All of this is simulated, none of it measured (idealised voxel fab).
Name of the process module below: voxel double patterning
We display cut, a cross-section 190 nm in width whose square cells are each 5 nm.
Cross-section format: a grid of square cells, given as bands from top to bottom; each band is one or more rows of cells. Per band: top height and bottom height in nm, followed by the left-to-right materials and their widths in nm; "everywhere" marks a single material spanning edge to edge, "empty" marks empty space. The level at which height equals 0 is the one under which the wafer, as it arrives, is entirely one material. No lower edge exists for the bottom band, which continues downward and is notated as in "0 nm and below". The expression "30 to 40" gives the width at the extremes of the band, the first number at its top row of cells and the second at its bottom row, with the width changing by equal amounts from each row to the next in between. Take "no alterations made" at face value: in the step it is given for, the cross-section changed in none of its cells. "Unvented voids" - sealed voids, min. 8 cells, no opening to top; format: width x height at distance (distance from left edge; nm throughout). That trailing text on a step's line, after the settings, is the simulator's own remark on the step. overlay nm, on a step with a mask: how far to the right of its planned place the mask lay; to the left if negative.
## The steps planned for the process are as follows
1 RECEIVE (material Si)
2 CONFORMAL_DEP (material SiO2; thk nm 5)
3 DIRECTIONAL_DEP (material W; thk nm 15)
4 DIRECTIONAL_DEP (material SiN; thk nm 10)
5 MASKED_ETCH (tone open; mask id FIRST; width nm 15; pitch nm 50; etch materials SiN; depth nm 10; overlay nm 0)
6 PATTERN (tone open; mask id SECOND; material resist; width nm 15; thk nm 20; overlay nm 0)
7 DIRECTIONAL_ETCH (etch materials SiN; depth nm 10)
8 STRIP (etch materials resist)
9 DIRECTIONAL_ETCH (etch materials W; depth nm 15)
10 STRIP (etch materials SiN)
## Step 1 complete: cross-section of the wafer as received
- 0 nm and below  Si everywhere
- Unvented voids: none
## Wafer cross-section at end of module: start and plan as shown above, one execution error
- 35 nm to 20 nm  W (60), empty (15), W (10), empty (15), W (10), empty (15), W (65)
- 20 nm to 5 nm  W everywhere
- 5 nm to 0 nm  SiO2 everywhere
- 0 nm and below  Si everywhere
- Unvented voids: none
Nonconformance to the process plan: step 3 from the plan got run twice
